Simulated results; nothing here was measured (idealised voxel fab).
Title: Process Module voxel fin reveal
Cross-sectional view cut (width: 190 nm; square cell size: 5 nm).
We lay out every cross-section as a grid of square cells and spell it out in bands from the top down, where one band means one or more rows of cells.
Band entry format. Leading values: height of top, height of bottom, nm. Remainder: materials in left-to-right order, each with its width in nm. Special words: "all across" on a single material, which then fills the band edge to edge; "empty", empty space.
Counting heights begins at 0, where everything beneath is, in the wafer as received, one material. The lowest band has no bottom; it goes on downwards, as "top 0, no bottom" shows.
A width given as "30..40" starts at the first number in the band's top row and ends at the second number in its bottom row, shifting by an equal amount at every step from row to row.
For the purposes of this document, the phrase "remained the same" attached to a step denotes that no cell within the cross-section was modified by that step.
"Closed void inventory" means: voids of 8 cells or more that are shut off from the top with no open way through. Written width x height at distance, distance from the left edge, in nm.
The remark found on a step's line after its settings is issued by the simulator itself and pertains to that step.
overlay nm: how far to the right of its planned place the mask lay on this masked step (negative: to the left).

[Steps in the process plan]
1) RECEIVE, material Si
2) CONFORMAL_DEP, material SiN, thk nm 5
3) MASKED_ETCH, tone cover, mask id FINS, width nm 15, pitch nm 45, etch materials SiN, depth nm 5, overlay nm 0
4) MASKED_ETCH, tone cover, mask id FINS, width nm 15, pitch nm 45, etch materials Si, depth nm 40, overlay nm 0
5) FILL_DEP, material SiO2, thk nm 15
6) CMP, height nm 5
7) SELECTIVE_ETCH, etch materials SiO2, depth nm 35
8) STRIP, etch materials SiN

[Wafer at receipt (post step 1), cross-section]
- top 0, no bottom: Si all across
- Closed void inventory: none

[Cross-sectional view of the first of the two wafers upon completion of the module, processed in accordance with the plan]
- top 0, bottom -30: empty (65) / Si (15) / empty (30) / Si (15) / empty (65)
- top -30, bottom -40: SiO2 (65) / Si (15) / SiO2 (30) / Si (15) / SiO2 (65)
- top -40, no bottom: Si all across
- Closed void inventory: none

[Wafer two, end of module, cross-section. Same start, same plan as wafer one. One mistake in the run]
- top 0, bottom -30: empty (65) / Si (15) / empty (30) / Si (15) / empty (65)
- top -30, bottom -35: SiO2 (30) / empty (35) / Si (15) / empty (30) / Si (15) / empty (35) / SiO2 (30)
- top -35, bottom -40: SiO2 (65) / Si (15) / SiO2 (30) / Si (15) / SiO2 (65)
- top -40, no bottom: Si all across
- Closed void inventory: none
It is concluded that the wafer was processed incorrectly with respect to the plan, in that steps 7 and 8 of the plan were run in the wrong order, each in the other's place
Bottom line after processing is that, in cells, the second wafer is up or down on some materials versus the first: -20 SiO2
